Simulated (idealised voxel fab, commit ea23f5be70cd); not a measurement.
Title: Process Module voxel self aligned vias
225 nm wide, 5 nm square cells: that's cross-section cut.
For the purposes of this document, a cross-section shall be understood as a grid of square cells, specified as bands listed in top-to-bottom order, each band consisting of one or more rows of cells.
It is stipulated that each band's entry specify, in nanometres, the height of the top of the band and then that of its bottom, followed by the materials of the band in left-to-right sequence, each together with its width in nanometres. A single material marked by the word "all across" is understood to fill the band from edge to edge; the word "empty" is understood to denote empty space.
The reference from which all heights are counted is 0, the level beneath which the as-received wafer is entirely one material; the lowest band, having no lower bound, proceeds downward and is written after the example "0 down".
The notation "30..40" denotes a width that varies across the rows of cells in the band, beginning at the first number in the top row, finishing at the second number in the bottom row, and changing by an identical amount from each row to the next.
Basically "identical to before" means that step didn't change any cell in the cross-section.
The entry titled "Enclosed internal voids" provides the empty spaces that have no open way to the top, restricted to those of 8 cells or more. Each is presented as width x height at distance, the distance being measured from the left edge, with all three in nm.
On each step's line, the part that comes after the settings is the simulator's own comment on the step.
Among the settings permitted on a step's line is "overlay nm"; applied to a step with a mask, it specifies the extent to which the mask lay to the right of its planned position, whereas a negative figure signifies a position to the left.

# Steps planned for the process
step 1: RECEIVE, material Si
step 2: CONFORMAL_DEP, material SiO2, thk nm 10
step 3: CONFORMAL_DEP, material SiCN, thk nm 5
step 4: DIRECTIONAL_DEP, material lowk, thk nm 20
step 5: MASKED_ETCH, tone open, mask id LINES, width nm 30, pitch nm 70, etch materials lowk, depth nm 20, overlay nm 0
step 6: CONFORMAL_DEP, material TiN, thk nm 5
step 7: FILL_DEP, material W, thk nm 5
step 8: CMP, height nm 35
step 9: SELECTIVE_ETCH, etch materials W Ru TiN, depth nm 5
step 10: FILL_DEP, material SiN, thk nm 10
step 11: CMP, height nm 35
step 12: DIRECTIONAL_DEP, material lowk, thk nm 15
step 13: DIRECTIONAL_DEP, material aC, thk nm 15
step 14: PATTERN, tone open, mask id VIAS, material resist, width nm 40, pitch nm 70, thk nm 35, overlay nm 0
step 15: DIRECTIONAL_ETCH, etch materials aC, depth nm 15
step 16: STRIP, etch materials resist
step 17: DIRECTIONAL_ETCH, etch materials lowk, depth nm 15
step 18: DIRECTIONAL_ETCH, etch materials SiN, depth nm 5
step 19: STRIP, etch materials aC
step 20: CONFORMAL_DEP, material TiN, thk nm 5
step 21: FILL_DEP, material Ru, thk nm 10
step 22: CMP, height nm 50
step 23: CONFORMAL_DEP, material SiN, thk nm 5

# The first of the two wafers, which ran as planned

# So this is the incoming wafer in cross-section - it's already been through step 1
    0 down: Si all across
    Enclosed internal voids: none

# So this is the wafer cross-section right after step 2
    10 to 0: SiO2 all across
    No changes below 0.

# So this is the wafer cross-section right after step 3
    15 to 10: SiCN all across
    No changes below 10.

# So this is the wafer cross-section right after step 4
    35 to 15: lowk all across
    No changes below 15.

# So this is the wafer cross-section right after step 5
    35 to 15: lowk (25); empty (30); lowk (40); empty (30); lowk (40); empty (30); lowk (30)
    No changes below 15.

# So this is the wafer cross-section right after step 6
    40 to 35: TiN (30); empty (20); TiN (50); empty (20); TiN (50); empty (20); TiN (35)
    35 to 20: lowk (25); TiN (5); empty (20); TiN (5); lowk (40); TiN (5); empty (20); TiN (5); lowk (40); TiN (5); empty (20); TiN (5); lowk (30)
    20 to 15: lowk (25); TiN (30); lowk (40); TiN (30); lowk (40); TiN (30); lowk (30)
    No changes below 15.

# So this is the wafer cross-section right after step 7
    45 to 40: W all across
    40 to 35: TiN (30); W (20); TiN (50); W (20); TiN (50); W (20); TiN (35)
    35 to 20: lowk (25); TiN (5); W (20); TiN (5); lowk (40); TiN (5); W (20); TiN (5); lowk (40); TiN (5); W (20); TiN (5); lowk (30)
    No changes below 20.

# So this is the wafer cross-section right after step 8
    35 to 20: lowk (25); TiN (5); W (20); TiN (5); lowk (40); TiN (5); W (20); TiN (5); lowk (40); TiN (5); W (20); TiN (5); lowk (30)
    No changes below 20.

# So this is the wafer cross-section right after step 9
    35 to 30: lowk (25); empty (30); lowk (40); empty (30); lowk (40); empty (30); lowk (30)
    No changes below 30.

# So this is the wafer cross-section right after step 10
    45 to 35: SiN all across
    35 to 30: lowk (25); SiN (30); lowk (40); SiN (30); lowk (40); SiN (30); lowk (30)
    No changes below 30.

# So this is the wafer cross-section right after step 11
    35 to 30: lowk (25); SiN (30); lowk (40); SiN (30); lowk (40); SiN (30); lowk (30)
    No changes below 30.

# So this is the wafer cross-section right after step 12
    50 to 35: lowk all across
    No changes below 35.

# So this is the wafer cross-section right after step 13
    65 to 50: aC all across
    No changes below 50.

# So this is the wafer cross-section right after step 14
    100 to 65: resist (20); empty (40); resist (30); empty (40); resist (30); empty (40); resist (25)
    No changes below 65.

# So this is the wafer cross-section right after step 15
    85 to 65: resist (20); empty (40); resist (30); empty (40); resist (30); empty (40); resist (25)
    65 to 50: aC (20); empty (40); aC (30); empty (40); aC (30); empty (40); aC (25)
    No changes below 50.

# So this is the wafer cross-section right after step 16
    65 to 50: aC (20); empty (40); aC (30); empty (40); aC (30); empty (40); aC (25)
    No changes below 50.

# So this is the wafer cross-section right after step 17
    65 to 50: aC (20); empty (40); aC (30); empty (40); aC (30); empty (40); aC (25)
    50 to 35: lowk (20); empty (40); lowk (30); empty (40); lowk (30); empty (40); lowk (25)
    No changes below 35.

# So this is the wafer cross-section right after step 18
    65 to 50: aC (20); empty (40); aC (30); empty (40); aC (30); empty (40); aC (25)
    50 to 35: lowk (20); empty (40); lowk (30); empty (40); lowk (30); empty (40); lowk (25)
    35 to 30: lowk (25); empty (30); lowk (40); empty (30); lowk (40); empty (30); lowk (30)
    No changes below 30.

# So this is the wafer cross-section right after step 19
    50 to 35: lowk (20); empty (40); lowk (30); empty (40); lowk (30); empty (40); lowk (25)
    No changes below 35.

# So this is the wafer cross-section right after step 20
    55 to 50: TiN (25); empty (30); TiN (40); empty (30); TiN (40); empty (30); TiN (30)
    50 to 40: lowk (20); TiN (5); empty (30); TiN (5); lowk (30); TiN (5); empty (30); TiN (5); lowk (30); TiN (5); empty (30); TiN (5); lowk (25)
    40 to 35: lowk (20); TiN (10); empty (20); TiN (10); lowk (30); TiN (10); empty (20); TiN (10); lowk (30); TiN (10); empty (20); TiN (10); lowk (25)
    35 to 30: lowk (25); TiN (30); lowk (40); TiN (30); lowk (40); TiN (30); lowk (30)
    No changes below 30.

# So this is the wafer cross-section right after step 21
    65 to 55: Ru all across
    55 to 50: TiN (25); Ru (30); TiN (40); Ru (30); TiN (40); Ru (30); TiN (30)
    50 to 40: lowk (20); TiN (5); Ru (30); TiN (5); lowk (30); TiN (5); Ru (30); TiN (5); lowk (30); TiN (5); Ru (30); TiN (5); lowk (25)
    40 to 35: lowk (20); TiN (10); Ru (20); TiN (10); lowk (30); TiN (10); Ru (20); TiN (10); lowk (30); TiN (10); Ru (20); TiN (10); lowk (25)
    No changes below 35.

# So this is the wafer cross-section right after step 22
    50 to 40: lowk (20); TiN (5); Ru (30); TiN (5); lowk (30); TiN (5); Ru (30); TiN (5); lowk (30); TiN (5); Ru (30); TiN (5); lowk (25)
    No changes below 40.

# So this is the wafer cross-section right after step 23
    55 to 50: SiN all across
    No changes below 50.

# Wafer two of two - same starting point, same process plan, one mistake in execution; matches wafer one up to and including step 7

# Here is the second wafer in cross-section at the point where step 8 of the plan should have been done
    30 to 20: lowk (25); TiN (5); W (20); TiN (5); lowk (40); TiN (5); W (20); TiN (5); lowk (40); TiN (5); W (20); TiN (5); lowk (30)
    No changes below 20.

# Here is the second wafer in cross-section at the point where step 9 of the plan should have been done
    30 to 25: lowk (25); empty (30); lowk (40); empty (30); lowk (40); empty (30); lowk (30)
    No changes below 25.

# Here is the second wafer in cross-section at the point where step 10 of the plan should have been done
    40 to 30: SiN all across
    30 to 25: lowk (25); SiN (30); lowk (40); SiN (30); lowk (40); SiN (30); lowk (30)
    No changes below 25.

# Here is the second wafer in cross-section at the point where step 11 of the plan should have been done
    35 to 30: SiN all across
    No changes below 30.

# Here is the second wafer in cross-section at the point where step 12 of the plan should have been done
    50 to 35: lowk all across
    No changes below 35.

# Here is the second wafer in cross-section at the point where step 13 of the plan should have been done
    65 to 50: aC all across
    No changes below 50.

# Here is the second wafer in cross-section at the point where step 14 of the plan should have been done
    100 to 65: resist (20); empty (40); resist (30); empty (40); resist (30); empty (40); resist (25)
    No changes below 65.

# Here is the second wafer in cross-section at the point where step 15 of the plan should have been done
    85 to 65: resist (20); empty (40); resist (30); empty (40); resist (30); empty (40); resist (25)
    65 to 50: aC (20); empty (40); aC (30); empty (40); aC (30); empty (40); aC (25)
    No changes below 50.

# Here is the second wafer in cross-section at the point where step 16 of the plan should have been done
    65 to 50: aC (20); empty (40); aC (30); empty (40); aC (30); empty (40); aC (25)
    No changes below 50.

# Here is the second wafer in cross-section at the point where step 17 of the plan should have been done
    65 to 50: aC (20); empty (40); aC (30); empty (40); aC (30); empty (40); aC (25)
    50 to 35: lowk (20); empty (40); lowk (30); empty (40); lowk (30); empty (40); lowk (25)
    No changes below 35.

# Here is the second wafer in cross-section at the point where step 18 of the plan should have been done
    65 to 50: aC (20); empty (40); aC (30); empty (40); aC (30); empty (40); aC (25)
    50 to 35: lowk (20); empty (40); lowk (30); empty (40); lowk (30); empty (40); lowk (25)
    35 to 30: SiN (20); empty (40); SiN (30); empty (40); SiN (30); empty (40); SiN (25)
    No changes below 30.

# Here is the second wafer in cross-section at the point where step 19 of the plan should have been done
    50 to 35: lowk (20); empty (40); lowk (30); empty (40); lowk (30); empty (40); lowk (25)
    No changes below 35.

# Here is the second wafer in cross-section at the point where step 20 of the plan should have been done
    55 to 50: TiN (25); empty (30); TiN (40); empty (30); TiN (40); empty (30); TiN (30)
    50 to 35: lowk (20); TiN (5); empty (30); TiN (5); lowk (30); TiN (5); empty (30); TiN (5); lowk (30); TiN (5); empty (30); TiN (5); lowk (25)
    35 to 30: SiN (20); TiN (40); SiN (30); TiN (40); SiN (30); TiN (40); SiN (25)
    No changes below 30.

# Here is the second wafer in cross-section at the point where step 21 of the plan should have been done
    65 to 55: Ru all across
    55 to 50: TiN (25); Ru (30); TiN (40); Ru (30); TiN (40); Ru (30); TiN (30)
    50 to 35: lowk (20); TiN (5); Ru (30); TiN (5); lowk (30); TiN (5); Ru (30); TiN (5); lowk (30); TiN (5); Ru (30); TiN (5); lowk (25)
    No changes below 35.

# Here is the second wafer in cross-section at the point where step 22 of the plan should have been done
    50 to 35: lowk (20); TiN (5); Ru (30); TiN (5); lowk (30); TiN (5); Ru (30); TiN (5); lowk (30); TiN (5); Ru (30); TiN (5); lowk (25)
    No changes below 35.

# Here is the second wafer in cross-section at the point where step 23 of the plan should have been done
    55 to 50: SiN all across
    No changes below 50.
Want to know what went wrong? in deviation from the planned setting, step 8 was conducted as CMP, height nm 30
Cell-count delta at end, second wafer over first, by material: Ru: 6 more | SiN: 39 more | TiN: 6 fewer | W: 12 fewer | lowk: 27 fewer
